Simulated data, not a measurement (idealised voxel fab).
process module | voxel self aligned vias
cross-section cut | 275 nm wide | cells 5 nm
A cross-section is a grid of square cells, given in bands from the top down. A band is one or more rows of cells.
Each band's line starts with the height of the band's top and of its bottom, in nm. Then come its materials from left to right, each with its width in nm. One material with "throughout" fills the band from edge to edge. "air" is empty space.
Height 0 is the level under which the wafer as received is all one material. The lowest band goes on downwards, as in "0 down".
A width such as "30 to 40" changes by the same amount from each row of cells to the next, from the band's top row to its bottom row.
"no change" after a step means that no cell of the cross-section changed.
closed voids: empty space of 8 cells or more with no open way to the top, each as width x height at its distance from the left edge, in nm
after a step's settings: what the simulator itself notes on the step
overlay nm, on a step with a mask: how far to the right of its planned place the mask lay; to the left if negative
Each pair below shows a cross-section before one step and the cross-section after it, down to the lowest band that changed. The line under each pair gives the step between them, with its settings. The pairs can come from different runs of this module on the same starting wafer, so a pair continues from the pair above only where its "before" says so.
before
  0 down: Si throughout
  closed voids: none
after
  15 to 0: SiO2 throughout
  below 0: unchanged
  closed voids: none
the step between: op CONFORMAL_DEP | material SiO2 | thk nm 15
before: the cross-section after the pair above
after
  20 to 15: SiCN throughout
  below 15: unchanged
  closed voids: none
the step between: op CONFORMAL_DEP | material SiCN | thk nm 5
before: the cross-section after the pair above
after
  45 to 20: SiO2 throughout
  below 20: unchanged
  closed voids: none
the step between: op DIRECTIONAL_DEP | material SiO2 | thk nm 25
before: the cross-section after the pair above
after
  60 to 45: resist 50 | air 25 | resist 50 | air 25 | resist 50 | air 25 | resist 50
  below 45: unchanged
  closed voids: none
the step between: op PATTERN | tone open | mask id LINES | material resist | width nm 25 | pitch nm 75 | thk nm 15 | overlay nm 0
before: the cross-section after the pair above
after
  60 to 45: resist 50 | air 25 | resist 50 | air 25 | resist 50 | air 25 | resist 50
  45 to 20: SiO2 50 | air 25 | SiO2 50 | air 25 | SiO2 50 | air 25 | SiO2 50
  below 20: unchanged
  closed voids: none
the step between: op DIRECTIONAL_ETCH | etch materials SiO2 | depth nm 25
before: the cross-section after the pair above
after
  45 to 20: SiO2 50 | air 25 | SiO2 50 | air 25 | SiO2 50 | air 25 | SiO2 50
  below 20: unchanged
  closed voids: none
the step between: op STRIP | etch materials resist
before: the cross-section after the pair above
after
  50 to 45: TiN 55 | air 15 | TiN 60 | air 15 | TiN 60 | air 15 | TiN 55
  45 to 25: SiO2 50 | TiN 5 | air 15 | TiN 5 | SiO2 50 | TiN 5 | air 15 | TiN 5 | SiO2 50 | TiN 5 | air 15 | TiN 5 | SiO2 50
  25 to 20: SiO2 50 | TiN 25 | SiO2 50 | TiN 25 | SiO2 50 | TiN 25 | SiO2 50
  below 20: unchanged
  closed voids: none
the step between: op CONFORMAL_DEP | material TiN | thk nm 5
before: the cross-section after the pair above
after
  60 to 50: Ru throughout
  50 to 45: TiN 55 | Ru 15 | TiN 60 | Ru 15 | TiN 60 | Ru 15 | TiN 55
  45 to 25: SiO2 50 | TiN 5 | Ru 15 | TiN 5 | SiO2 50 | TiN 5 | Ru 15 | TiN 5 | SiO2 50 | TiN 5 | Ru 15 | TiN 5 | SiO2 50
  below 25: unchanged
  closed voids: none
the step between: op FILL_DEP | material Ru | thk nm 10
before: the cross-section after the pair above
after
  45 to 25: SiO2 50 | TiN 5 | Ru 15 | TiN 5 | SiO2 50 | TiN 5 | Ru 15 | TiN 5 | SiO2 50 | TiN 5 | Ru 15 | TiN 5 | SiO2 50
  below 25: unchanged
  closed voids: none
the step between: op CMP | height nm 45
before: the cross-section after the pair above
after
  45 to 35: SiO2 50 | air 25 | SiO2 50 | air 25 | SiO2 50 | air 25 | SiO2 50
  below 35: unchanged
  closed voids: none
the step between: op SELECTIVE_ETCH | etch materials W Ru TiN | depth nm 10
before: the cross-section after the pair above
after
  50 to 45: SiN throughout
  45 to 35: SiO2 50 | SiN 25 | SiO2 50 | SiN 25 | SiO2 50 | SiN 25 | SiO2 50
  below 35: unchanged
  closed voids: none
the step between: op FILL_DEP | material SiN | thk nm 5
before: the cross-section after the pair above
after
  45 to 35: SiO2 50 | SiN 25 | SiO2 50 | SiN 25 | SiO2 50 | SiN 25 | SiO2 50
  below 35: unchanged
  closed voids: none
the step between: op CMP | height nm 45
before: the cross-section after the pair above
after
  60 to 45: SiO2 throughout
  below 45: unchanged
  closed voids: none
the step between: op DIRECTIONAL_DEP | material SiO2 | thk nm 15
before: the cross-section after the pair above
after
  80 to 60: resist 40 | air 45 | resist 105 | air 45 | resist 40
  below 60: unchanged
  closed voids: none
the step between: op PATTERN | tone open | mask id VIAS | material resist | width nm 45 | pitch nm 150 | thk nm 20 | overlay nm 0
before: the cross-section after the pair above
after
  80 to 60: resist 40 | air 45 | resist 105 | air 45 | resist 40
  60 to 45: SiO2 40 | air 45 | SiO2 105 | air 45 | SiO2 40
  below 45: unchanged
  closed voids: none
the step between: op DIRECTIONAL_ETCH | etch materials SiO2 | depth nm 15
before: the cross-section after the pair above
after
  80 to 60: resist 40 | air 45 | resist 105 | air 45 | resist 40
  60 to 45: SiO2 40 | air 45 | SiO2 105 | air 45 | SiO2 40
  45 to 35: SiO2 50 | air 25 | SiO2 50 | SiN 25 | SiO2 50 | air 25 | SiO2 50
  below 35: unchanged
  closed voids: none
the step between: op DIRECTIONAL_ETCH | etch materials SiN | depth nm 10
before: the cross-section after the pair above
after
  60 to 45: SiO2 40 | air 45 | SiO2 105 | air 45 | SiO2 40
  below 45: unchanged
  closed voids: none
the step between: op STRIP | etch materials resist
before: the cross-section after the pair above
after
  65 to 60: TiN 45 | air 35 | TiN 115 | air 35 | TiN 45
  60 to 50: SiO2 40 | TiN 5 | air 35 | TiN 5 | SiO2 105 | TiN 5 | air 35 | TiN 5 | SiO2 40
  50 to 45: SiO2 40 | TiN 15 | air 15 | TiN 15 | SiO2 105 | TiN 15 | air 15 | TiN 15 | SiO2 40
  45 to 40: SiO2 50 | TiN 5 | air 15 | TiN 5 | SiO2 50 | SiN 25 | SiO2 50 | TiN 5 | air 15 | TiN 5 | SiO2 50
  40 to 35: SiO2 50 | TiN 25 | SiO2 50 | SiN 25 | SiO2 50 | TiN 25 | SiO2 50
  below 35: unchanged
  closed voids: none
the step between: op CONFORMAL_DEP | material TiN | thk nm 5
before: the cross-section after the pair above
after
  70 to 65: W throughout
  65 to 60: TiN 45 | W 35 | TiN 115 | W 35 | TiN 45
  60 to 50: SiO2 40 | TiN 5 | W 35 | TiN 5 | SiO2 105 | TiN 5 | W 35 | TiN 5 | SiO2 40
  50 to 45: SiO2 40 | TiN 15 | W 15 | TiN 15 | SiO2 105 | TiN 15 | W 15 | TiN 15 | SiO2 40
  45 to 40: SiO2 50 | TiN 5 | W 15 | TiN 5 | SiO2 50 | SiN 25 | SiO2 50 | TiN 5 | W 15 | TiN 5 | SiO2 50
  below 40: unchanged
  closed voids: none
the step between: op FILL_DEP | material W | thk nm 5
before: the cross-section after the pair above
after
  60 to 50: SiO2 40 | TiN 5 | W 35 | TiN 5 | SiO2 105 | TiN 5 | W 35 | TiN 5 | SiO2 40
  below 50: unchanged
  closed voids: none
the step between: op CMP | height nm 60
before: the cross-section after the pair above
after
  65 to 60: SiN throughout
  below 60: unchanged
  closed voids: none
the step between: op CONFORMAL_DEP | material SiN | thk nm 5
before
  15 to 0: SiO2 throughout
  0 down: Si throughout
  closed voids: none
after
  40 to 0: SiO2 throughout
  below 0: unchanged
  closed voids: none
the step between: op DIRECTIONAL_DEP | material SiO2 | thk nm 25
before: the cross-section after the pair above
after
  55 to 40: resist 50 | air 25 | resist 50 | air 25 | resist 50 | air 25 | resist 50
  below 40: unchanged
  closed voids: none
the step between: op PATTERN | tone open | mask id LINES | material resist | width nm 25 | pitch nm 75 | thk nm 15 | overlay nm 0
before: the cross-section after the pair above
after
  55 to 40: resist 50 | air 25 | resist 50 | air 25 | resist 50 | air 25 | resist 50
  40 to 15: SiO2 50 | air 25 | SiO2 50 | air 25 | SiO2 50 | air 25 | SiO2 50
  below 15: unchanged
  closed voids: none
the step between: op DIRECTIONAL_ETCH | etch materials SiO2 | depth nm 25
before: the cross-section after the pair above
after
  40 to 15: SiO2 50 | air 25 | SiO2 50 | air 25 | SiO2 50 | air 25 | SiO2 50
  below 15: unchanged
  closed voids: none
the step between: op STRIP | etch materials resist
before: the cross-section after the pair above
after
  45 to 40: TiN 55 | air 15 | TiN 60 | air 15 | TiN 60 | air 15 | TiN 55
  40 to 20: SiO2 50 | TiN 5 | air 15 | TiN 5 | SiO2 50 | TiN 5 | air 15 | TiN 5 | SiO2 50 | TiN 5 | air 15 | TiN 5 | SiO2 50
  20 to 15: SiO2 50 | TiN 25 | SiO2 50 | TiN 25 | SiO2 50 | TiN 25 | SiO2 50
  below 15: unchanged
  closed voids: none
the step between: op CONFORMAL_DEP | material TiN | thk nm 5
before: the cross-section after the pair above
after
  55 to 45: Ru throughout
  45 to 40: TiN 55 | Ru 15 | TiN 60 | Ru 15 | TiN 60 | Ru 15 | TiN 55
  40 to 20: SiO2 50 | TiN 5 | Ru 15 | TiN 5 | SiO2 50 | TiN 5 | Ru 15 | TiN 5 | SiO2 50 | TiN 5 | Ru 15 | TiN 5 | SiO2 50
  below 20: unchanged
  closed voids: none
the step between: op FILL_DEP | material Ru | thk nm 10
before: the cross-section after the pair above
after
  45 to 40: TiN 55 | Ru 15 | TiN 60 | Ru 15 | TiN 60 | Ru 15 | TiN 55
  below 40: unchanged
  closed voids: none
the step between: op CMP | height nm 45
before: the cross-section after the pair above
after
  40 to 35: SiO2 50 | air 25 | SiO2 50 | air 25 | SiO2 50 | air 25 | SiO2 50
  below 35: unchanged
  closed voids: none
the step between: op SELECTIVE_ETCH | etch materials W Ru TiN | depth nm 10
before: the cross-section after the pair above
after
  45 to 40: SiN throughout
  40 to 35: SiO2 50 | SiN 25 | SiO2 50 | SiN 25 | SiO2 50 | SiN 25 | SiO2 50
  below 35: unchanged
  closed voids: none
the step between: op FILL_DEP | material SiN | thk nm 5
before: the cross-section after the pair above
after
  60 to 45: SiO2 throughout
  below 45: unchanged
  closed voids: none
the step between: op DIRECTIONAL_DEP | material SiO2 | thk nm 15
before: the cross-section after the pair above
after
  80 to 60: resist 40 | air 45 | resist 105 | air 45 | resist 40
  below 60: unchanged
  closed voids: none
the step between: op PATTERN | tone open | mask id VIAS | material resist | width nm 45 | pitch nm 150 | thk nm 20 | overlay nm 0
before: the cross-section after the pair above
after
  80 to 60: resist 40 | air 45 | resist 105 | air 45 | resist 40
  60 to 45: SiO2 40 | air 45 | SiO2 105 | air 45 | SiO2 40
  below 45: unchanged
  closed voids: none
the step between: op DIRECTIONAL_ETCH | etch materials SiO2 | depth nm 15
before: the cross-section after the pair above
after
  80 to 60: resist 40 | air 45 | resist 105 | air 45 | resist 40
  60 to 45: SiO2 40 | air 45 | SiO2 105 | air 45 | SiO2 40
  45 to 40: SiN 40 | air 45 | SiN 105 | air 45 | SiN 40
  40 to 35: SiO2 50 | air 25 | SiO2 50 | SiN 25 | SiO2 50 | air 25 | SiO2 50
  below 35: unchanged
  closed voids: none
the step between: op DIRECTIONAL_ETCH | etch materials SiN | depth nm 10
before: the cross-section after the pair above
after
  60 to 45: SiO2 40 | air 45 | SiO2 105 | air 45 | SiO2 40
  below 45: unchanged
  closed voids: none
the step between: op STRIP | etch materials resist
before: the cross-section after the pair above
after
  65 to 60: TiN 45 | air 35 | TiN 115 | air 35 | TiN 45
  60 to 45: SiO2 40 | TiN 5 | air 35 | TiN 5 | SiO2 105 | TiN 5 | air 35 | TiN 5 | SiO2 40
  45 to 40: SiN 40 | TiN 15 | air 15 | TiN 15 | SiN 105 | TiN 15 | air 15 | TiN 15 | SiN 40
  40 to 35: SiO2 50 | TiN 25 | SiO2 50 | SiN 25 | SiO2 50 | TiN 25 | SiO2 50
  below 35: unchanged
  closed voids: none
the step between: op CONFORMAL_DEP | material TiN | thk nm 5
before: the cross-section after the pair above
after
  70 to 65: W throughout
  65 to 60: TiN 45 | W 35 | TiN 115 | W 35 | TiN 45
  60 to 45: SiO2 40 | TiN 5 | W 35 | TiN 5 | SiO2 105 | TiN 5 | W 35 | TiN 5 | SiO2 40
  45 to 40: SiN 40 | TiN 15 | W 15 | TiN 15 | SiN 105 | TiN 15 | W 15 | TiN 15 | SiN 40
  below 40: unchanged
  closed voids: none
the step between: op FILL_DEP | material W | thk nm 5
before: the cross-section after the pair above
after
  60 to 45: SiO2 40 | TiN 5 | W 35 | TiN 5 | SiO2 105 | TiN 5 | W 35 | TiN 5 | SiO2 40
  below 45: unchanged
  closed voids: none
the step between: op CMP | height nm 60
before: the cross-section after the pair above
after
  65 to 60: SiN throughout
  below 60: unchanged
  closed voids: none
the step between: op CONFORMAL_DEP | material SiN | thk nm 5
before
  80 to 60: resist 40 | air 45 | resist 105 | air 45 | resist 40
  60 to 45: SiO2 40 | air 45 | SiO2 105 | air 45 | SiO2 40
  45 to 35: SiO2 50 | SiN 25 | SiO2 50 | SiN 25 | SiO2 50 | SiN 25 | SiO2 50
  35 to 25: SiO2 50 | TiN 5 | Ru 15 | TiN 5 | SiO2 50 | TiN 5 | Ru 15 | TiN 5 | SiO2 50 | TiN 5 | Ru 15 | TiN 5 | SiO2 50
  25 to 20: SiO2 50 | TiN 25 | SiO2 50 | TiN 25 | SiO2 50 | TiN 25 | SiO2 50
  20 to 15: SiCN throughout
  15 to 0: SiO2 throughout
  0 down: Si throughout
  closed voids: none
after
  80 to 60: resist 40 | air 45 | resist 105 | air 45 | resist 40
  60 to 45: SiO2 40 | air 45 | SiO2 105 | air 45 | SiO2 40
  45 to 35: SiO2 40 | air 10 | SiN 25 | air 10 | SiO2 40 | SiN 25 | SiO2 40 | air 10 | SiN 25 | air 10 | SiO2 40
  35 to 30: SiO2 40 | air 10 | TiN 5 | Ru 15 | TiN 5 | air 10 | SiO2 40 | TiN 5 | Ru 15 | TiN 5 | SiO2 40 | air 10 | TiN 5 | Ru 15 | TiN 5 | air 10 | SiO2 40
  below 30: unchanged
  closed voids: none
the step between: op DIRECTIONAL_ETCH | etch materials SiO2 | depth nm 15
before: the cross-section after the pair above
after
  80 to 60: resist 40 | air 45 | resist 105 | air 45 | resist 40
  60 to 45: SiO2 40 | air 45 | SiO2 105 | air 45 | SiO2 40
  45 to 35: SiO2 40 | air 45 | SiO2 40 | SiN 25 | SiO2 40 | air 45 | SiO2 40
  below 35: unchanged
  closed voids: none
the step between: op DIRECTIONAL_ETCH | etch materials SiN | depth nm 10
before: the cross-section after the pair above
after
  60 to 45: SiO2 40 | air 45 | SiO2 105 | air 45 | SiO2 40
  below 45: unchanged
  closed voids: none
the step between: op STRIP | etch materials resist
before: the cross-section after the pair above
after
  65 to 60: TiN 45 | air 35 | TiN 115 | air 35 | TiN 45
  60 to 45: SiO2 40 | TiN 5 | air 35 | TiN 5 | SiO2 105 | TiN 5 | air 35 | TiN 5 | SiO2 40
  45 to 40: SiO2 40 | TiN 5 | air 35 | TiN 5 | SiO2 40 | SiN 25 | SiO2 40 | TiN 5 | air 35 | TiN 5 | SiO2 40
  40 to 35: SiO2 40 | TiN 45 | SiO2 40 | SiN 25 | SiO2 40 | TiN 45 | SiO2 40
  35 to 25: SiO2 40 to 50 | TiN 15 to 5 | Ru 15 | TiN 15 to 5 | SiO2 40 to 50 | TiN 5 | Ru 15 | TiN 5 | SiO2 40 to 50 | TiN 15 to 5 | Ru 15 | TiN 15 to 5 | SiO2 40 to 50
  below 25: unchanged
  closed voids: none
the step between: op CONFORMAL_DEP | material TiN | thk nm 5
before: the cross-section after the pair above
after
  70 to 65: W throughout
  65 to 60: TiN 45 | W 35 | TiN 115 | W 35 | TiN 45
  60 to 45: SiO2 40 | TiN 5 | W 35 | TiN 5 | SiO2 105 | TiN 5 | W 35 | TiN 5 | SiO2 40
  45 to 40: SiO2 40 | TiN 5 | W 35 | TiN 5 | SiO2 40 | SiN 25 | SiO2 40 | TiN 5 | W 35 | TiN 5 | SiO2 40
  below 40: unchanged
  closed voids: none
the step between: op FILL_DEP | material W | thk nm 5
before: the cross-section after the pair above
after
  60 to 45: SiO2 40 | TiN 5 | W 35 | TiN 5 | SiO2 105 | TiN 5 | W 35 | TiN 5 | SiO2 40
  below 45: unchanged
  closed voids: none
the step between: op CMP | height nm 60
before: the cross-section after the pair above
after
  65 to 60: SiN throughout
  below 60: unchanged
  closed voids: none
the step between: op CONFORMAL_DEP | material SiN | thk nm 5
before
  0 down: Si throughout
  closed voids: none
after
  5 to 0: SiCN throughout
  below 0: unchanged
  closed voids: none
the step between: op CONFORMAL_DEP | material SiCN | thk nm 5
before: the cross-section after the pair above
after
  20 to 5: SiO2 throughout
  below 5: unchanged
  closed voids: none
the step between: op CONFORMAL_DEP | material SiO2 | thk nm 15
before: the cross-section after the pair above
after
  45 to 5: SiO2 throughout
  below 5: unchanged
  closed voids: none
the step between: op DIRECTIONAL_DEP | material SiO2 | thk nm 25
before: the cross-section after the pair above
after
  60 to 45: resist 50 | air 25 | resist 50 | air 25 | resist 50 | air 25 | resist 50
  below 45: unchanged
  closed voids: none
the step between: op PATTERN | tone open | mask id LINES | material resist | width nm 25 | pitch nm 75 | thk nm 15 | overlay nm 0
before: the cross-section after the pair above
after
  60 to 45: resist 50 | air 25 | resist 50 | air 25 | resist 50 | air 25 | resist 50
  45 to 20: SiO2 50 | air 25 | SiO2 50 | air 25 | SiO2 50 | air 25 | SiO2 50
  below 20: unchanged
  closed voids: none
the step between: op DIRECTIONAL_ETCH | etch materials SiO2 | depth nm 25
before: the cross-section after the pair above
after
  45 to 20: SiO2 50 | air 25 | SiO2 50 | air 25 | SiO2 50 | air 25 | SiO2 50
  below 20: unchanged
  closed voids: none
the step between: op STRIP | etch materials resist
before: the cross-section after the pair above
after
  50 to 45: TiN 55 | air 15 | TiN 60 | air 15 | TiN 60 | air 15 | TiN 55
  45 to 25: SiO2 50 | TiN 5 | air 15 | TiN 5 | SiO2 50 | TiN 5 | air 15 | TiN 5 | SiO2 50 | TiN 5 | air 15 | TiN 5 | SiO2 50
  25 to 20: SiO2 50 | TiN 25 | SiO2 50 | TiN 25 | SiO2 50 | TiN 25 | SiO2 50
  below 20: unchanged
  closed voids: none
the step between: op CONFORMAL_DEP | material TiN | thk nm 5
before: the cross-section after the pair above
after
  60 to 50: Ru throughout
  50 to 45: TiN 55 | Ru 15 | TiN 60 | Ru 15 | TiN 60 | Ru 15 | TiN 55
  45 to 25: SiO2 50 | TiN 5 | Ru 15 | TiN 5 | SiO2 50 | TiN 5 | Ru 15 | TiN 5 | SiO2 50 | TiN 5 | Ru 15 | TiN 5 | SiO2 50
  below 25: unchanged
  closed voids: none
the step between: op FILL_DEP | material Ru | thk nm 10
before: the cross-section after the pair above
after
  45 to 25: SiO2 50 | TiN 5 | Ru 15 | TiN 5 | SiO2 50 | TiN 5 | Ru 15 | TiN 5 | SiO2 50 | TiN 5 | Ru 15 | TiN 5 | SiO2 50
  below 25: unchanged
  closed voids: none
the step between: op CMP | height nm 45
before: the cross-section after the pair above
after
  45 to 35: SiO2 50 | air 25 | SiO2 50 | air 25 | SiO2 50 | air 25 | SiO2 50
  below 35: unchanged
  closed voids: none
the step between: op SELECTIVE_ETCH | etch materials W Ru TiN | depth nm 10
before: the cross-section after the pair above
after
  50 to 45: SiN throughout
  45 to 35: SiO2 50 | SiN 25 | SiO2 50 | SiN 25 | SiO2 50 | SiN 25 | SiO2 50
  below 35: unchanged
  closed voids: none
the step between: op FILL_DEP | material SiN | thk nm 5
before: the cross-section after the pair above
after
  45 to 35: SiO2 50 | SiN 25 | SiO2 50 | SiN 25 | SiO2 50 | SiN 25 | SiO2 50
  below 35: unchanged
  closed voids: none
the step between: op CMP | height nm 45
before: the cross-section after the pair above
after
  60 to 45: SiO2 throughout
  below 45: unchanged
  closed voids: none
the step between: op DIRECTIONAL_DEP | material SiO2 | thk nm 15
before: the cross-section after the pair above
after
  80 to 60: resist 40 | air 45 | resist 105 | air 45 | resist 40
  below 60: unchanged
  closed voids: none
the step between: op PATTERN | tone open | mask id VIAS | material resist | width nm 45 | pitch nm 150 | thk nm 20 | overlay nm 0
before: the cross-section after the pair above
after
  80 to 60: resist 40 | air 45 | resist 105 | air 45 | resist 40
  60 to 45: SiO2 40 | air 45 | SiO2 105 | air 45 | SiO2 40
  below 45: unchanged
  closed voids: none
the step between: op DIRECTIONAL_ETCH | etch materials SiO2 | depth nm 15
before: the cross-section after the pair above
after
  80 to 60: resist 40 | air 45 | resist 105 | air 45 | resist 40
  60 to 45: SiO2 40 | air 45 | SiO2 105 | air 45 | SiO2 40
  45 to 35: SiO2 50 | air 25 | SiO2 50 | SiN 25 | SiO2 50 | air 25 | SiO2 50
  below 35: unchanged
  closed voids: none
the step between: op DIRECTIONAL_ETCH | etch materials SiN | depth nm 10
before: the cross-section after the pair above
after
  60 to 45: SiO2 40 | air 45 | SiO2 105 | air 45 | SiO2 40
  below 45: unchanged
  closed voids: none
the step between: op STRIP | etch materials resist
before: the cross-section after the pair above
after
  65 to 60: TiN 45 | air 35 | TiN 115 | air 35 | TiN 45
  60 to 50: SiO2 40 | TiN 5 | air 35 | TiN 5 | SiO2 105 | TiN 5 | air 35 | TiN 5 | SiO2 40
  50 to 45: SiO2 40 | TiN 15 | air 15 | TiN 15 | SiO2 105 | TiN 15 | air 15 | TiN 15 | SiO2 40
  45 to 40: SiO2 50 | TiN 5 | air 15 | TiN 5 | SiO2 50 | SiN 25 | SiO2 50 | TiN 5 | air 15 | TiN 5 | SiO2 50
  40 to 35: SiO2 50 | TiN 25 | SiO2 50 | SiN 25 | SiO2 50 | TiN 25 | SiO2 50
  below 35: unchanged
  closed voids: none
the step between: op CONFORMAL_DEP | material TiN | thk nm 5
before: the cross-section after the pair above
after
  70 to 65: W throughout
  65 to 60: TiN 45 | W 35 | TiN 115 | W 35 | TiN 45
  60 to 50: SiO2 40 | TiN 5 | W 35 | TiN 5 | SiO2 105 | TiN 5 | W 35 | TiN 5 | SiO2 40
  50 to 45: SiO2 40 | TiN 15 | W 15 | TiN 15 | SiO2 105 | TiN 15 | W 15 | TiN 15 | SiO2 40
  45 to 40: SiO2 50 | TiN 5 | W 15 | TiN 5 | SiO2 50 | SiN 25 | SiO2 50 | TiN 5 | W 15 | TiN 5 | SiO2 50
  below 40: unchanged
  closed voids: none
the step between: op FILL_DEP | material W | thk nm 5
before: the cross-section after the pair above
after
  60 to 50: SiO2 40 | TiN 5 | W 35 | TiN 5 | SiO2 105 | TiN 5 | W 35 | TiN 5 | SiO2 40
  below 50: unchanged
  closed voids: none
the step between: op CMP | height nm 60
before: the cross-section after the pair above
after
  65 to 60: SiN throughout
  below 60: unchanged
  closed voids: none
the step between: op CONFORMAL_DEP | material SiN | thk nm 5
before
  80 to 60: resist 40 | air 45 | resist 105 | air 45 | resist 40
  60 to 45: SiO2 throughout
  45 to 35: SiO2 50 | SiN 25 | SiO2 50 | SiN 25 | SiO2 50 | SiN 25 | SiO2 50
  35 to 25: SiO2 50 | TiN 5 | Ru 15 | TiN 5 | SiO2 50 | TiN 5 | Ru 15 | TiN 5 | SiO2 50 | TiN 5 | Ru 15 | TiN 5 | SiO2 50
  25 to 20: SiO2 50 | TiN 25 | SiO2 50 | TiN 25 | SiO2 50 | TiN 25 | SiO2 50
  20 to 15: SiCN throughout
  15 to 0: SiO2 throughout
  0 down: Si throughout
  closed voids: none
after
  80 to 60: resist 40 | air 45 | resist 105 | air 45 | resist 40
  60 to 45: SiO2 40 | air 45 | SiO2 105 | air 45 | SiO2 40
  45 to 40: SiO2 40 | air 10 | SiN 25 | air 10 | SiO2 40 | SiN 25 | SiO2 40 | air 10 | SiN 25 | air 10 | SiO2 40
  below 40: unchanged
  closed voids: none
the step between: op DIRECTIONAL_ETCH | etch materials SiO2 | depth nm 20
before: the cross-section after the pair above
after
  80 to 60: resist 40 | air 45 | resist 105 | air 45 | resist 40
  60 to 45: SiO2 40 | air 45 | SiO2 105 | air 45 | SiO2 40
  45 to 35: SiO2 40 to 50 | air 45 to 25 | SiO2 40 to 50 | SiN 25 | SiO2 40 to 50 | air 45 to 25 | SiO2 40 to 50
  below 35: unchanged
  closed voids: none
the step between: op DIRECTIONAL_ETCH | etch materials SiN | depth nm 10
before: the cross-section after the pair above
after
  60 to 45: SiO2 40 | air 45 | SiO2 105 | air 45 | SiO2 40
  below 45: unchanged
  closed voids: none
the step between: op STRIP | etch materials resist
before: the cross-section after the pair above
after
  65 to 60: TiN 45 | air 35 | TiN 115 | air 35 | TiN 45
  60 to 45: SiO2 40 | TiN 5 | air 35 | TiN 5 | SiO2 105 | TiN 5 | air 35 | TiN 5 | SiO2 40
  45 to 40: SiO2 40 | TiN 15 | air 15 | TiN 15 | SiO2 40 | SiN 25 | SiO2 40 | TiN 15 | air 15 | TiN 15 | SiO2 40
  40 to 35: SiO2 50 | TiN 25 | SiO2 50 | SiN 25 | SiO2 50 | TiN 25 | SiO2 50
  below 35: unchanged
  closed voids: none
the step between: op CONFORMAL_DEP | material TiN | thk nm 5
before: the cross-section after the pair above
after
  70 to 65: W throughout
  65 to 60: TiN 45 | W 35 | TiN 115 | W 35 | TiN 45
  60 to 45: SiO2 40 | TiN 5 | W 35 | TiN 5 | SiO2 105 | TiN 5 | W 35 | TiN 5 | SiO2 40
  45 to 40: SiO2 40 | TiN 15 | W 15 | TiN 15 | SiO2 40 | SiN 25 | SiO2 40 | TiN 15 | W 15 | TiN 15 | SiO2 40
  below 40: unchanged
  closed voids: none
the step between: op FILL_DEP | material W | thk nm 5
before: the cross-section after the pair above
after
  60 to 45: SiO2 40 | TiN 5 | W 35 | TiN 5 | SiO2 105 | TiN 5 | W 35 | TiN 5 | SiO2 40
  below 45: unchanged
  closed voids: none
the step between: op CMP | height nm 60
before: the cross-section after the pair above
after
  65 to 60: SiN throughout
  below 60: unchanged
  closed voids: none
the step between: op CONFORMAL_DEP | material SiN | thk nm 5
before
  60 to 45: SiO2 throughout
  45 to 35: SiO2 50 | SiN 25 | SiO2 50 | SiN 25 | SiO2 50 | SiN 25 | SiO2 50
  35 to 25: SiO2 50 | TiN 5 | Ru 15 | TiN 5 | SiO2 50 | TiN 5 | Ru 15 | TiN 5 | SiO2 50 | TiN 5 | Ru 15 | TiN 5 | SiO2 50
  25 to 20: SiO2 50 | TiN 25 | SiO2 50 | TiN 25 | SiO2 50 | TiN 25 | SiO2 50
  20 to 15: SiCN throughout
  15 to 0: SiO2 throughout
  0 down: Si throughout
  closed voids: none
after
  80 to 60: resist 40 | air 50 | resist 100 | air 50 | resist 35
  below 60: unchanged
  closed voids: none
the step between: op PATTERN | tone open | mask id VIAS | material resist | width nm 50 | pitch nm 150 | thk nm 20 | overlay nm 0
before: the cross-section after the pair above
after
  80 to 60: resist 40 | air 50 | resist 100 | air 50 | resist 35
  60 to 45: SiO2 40 | air 50 | SiO2 100 | air 50 | SiO2 35
  below 45: unchanged
  closed voids: none
the step between: op DIRECTIONAL_ETCH | etch materials SiO2 | depth nm 15
before: the cross-section after the pair above
after
  80 to 60: resist 40 | air 50 | resist 100 | air 50 | resist 35
  60 to 45: SiO2 40 | air 50 | SiO2 100 | air 50 | SiO2 35
  45 to 35: SiO2 50 | air 25 | SiO2 50 | SiN 25 | SiO2 50 | air 25 | SiO2 50
  below 35: unchanged
  closed voids: none
the step between: op DIRECTIONAL_ETCH | etch materials SiN | depth nm 10
before: the cross-section after the pair above
after
  60 to 45: SiO2 40 | air 50 | SiO2 100 | air 50 | SiO2 35
  below 45: unchanged
  closed voids: none
the step between: op STRIP | etch materials resist
before: the cross-section after the pair above
after
  65 to 60: TiN 45 | air 40 | TiN 110 | air 40 | TiN 40
  60 to 50: SiO2 40 | TiN 5 | air 40 | TiN 5 | SiO2 100 | TiN 5 | air 40 | TiN 5 | SiO2 35
  50 to 45: SiO2 40 | TiN 15 | air 15 | TiN 20 | SiO2 100 | TiN 15 | air 15 | TiN 20 | SiO2 35
  45 to 40: SiO2 50 | TiN 5 | air 15 | TiN 5 | SiO2 50 | SiN 25 | SiO2 50 | TiN 5 | air 15 | TiN 5 | SiO2 50
  40 to 35: SiO2 50 | TiN 25 | SiO2 50 | SiN 25 | SiO2 50 | TiN 25 | SiO2 50
  below 35: unchanged
  closed voids: none
the step between: op CONFORMAL_DEP | material TiN | thk nm 5
before: the cross-section after the pair above
after
  70 to 65: W throughout
  65 to 60: TiN 45 | W 40 | TiN 110 | W 40 | TiN 40
  60 to 50: SiO2 40 | TiN 5 | W 40 | TiN 5 | SiO2 100 | TiN 5 | W 40 | TiN 5 | SiO2 35
  50 to 45: SiO2 40 | TiN 15 | W 15 | TiN 20 | SiO2 100 | TiN 15 | W 15 | TiN 20 | SiO2 35
  45 to 40: SiO2 50 | TiN 5 | W 15 | TiN 5 | SiO2 50 | SiN 25 | SiO2 50 | TiN 5 | W 15 | TiN 5 | SiO2 50
  below 40: unchanged
  closed voids: none
the step between: op FILL_DEP | material W | thk nm 5
before: the cross-section after the pair above
after
  60 to 50: SiO2 40 | TiN 5 | W 40 | TiN 5 | SiO2 100 | TiN 5 | W 40 | TiN 5 | SiO2 35
  below 50: unchanged
  closed voids: none
the step between: op CMP | height nm 60
before: the cross-section after the pair above
after
  65 to 60: SiN throughout
  below 60: unchanged
  closed voids: none
the step between: op CONFORMAL_DEP | material SiN | thk nm 5
before
  60 to 45: SiO2 throughout
  45 to 35: SiO2 50 | SiN 25 | SiO2 50 | SiN 25 | SiO2 50 | SiN 25 | SiO2 50
  35 to 25: SiO2 50 | TiN 5 | Ru 15 | TiN 5 | SiO2 50 | TiN 5 | Ru 15 | TiN 5 | SiO2 50 | TiN 5 | Ru 15 | TiN 5 | SiO2 50
  25 to 20: SiO2 50 | TiN 25 | SiO2 50 | TiN 25 | SiO2 50 | TiN 25 | SiO2 50
  20 to 15: SiCN throughout
  15 to 0: SiO2 throughout
  0 down: Si throughout
  closed voids: none
after
  80 to 60: resist 30 | air 45 | resist 105 | air 45 | resist 50
  below 60: unchanged
  closed voids: none
the step between: op PATTERN | tone open | mask id VIAS | material resist | width nm 45 | pitch nm 150 | thk nm 20 | overlay nm -10
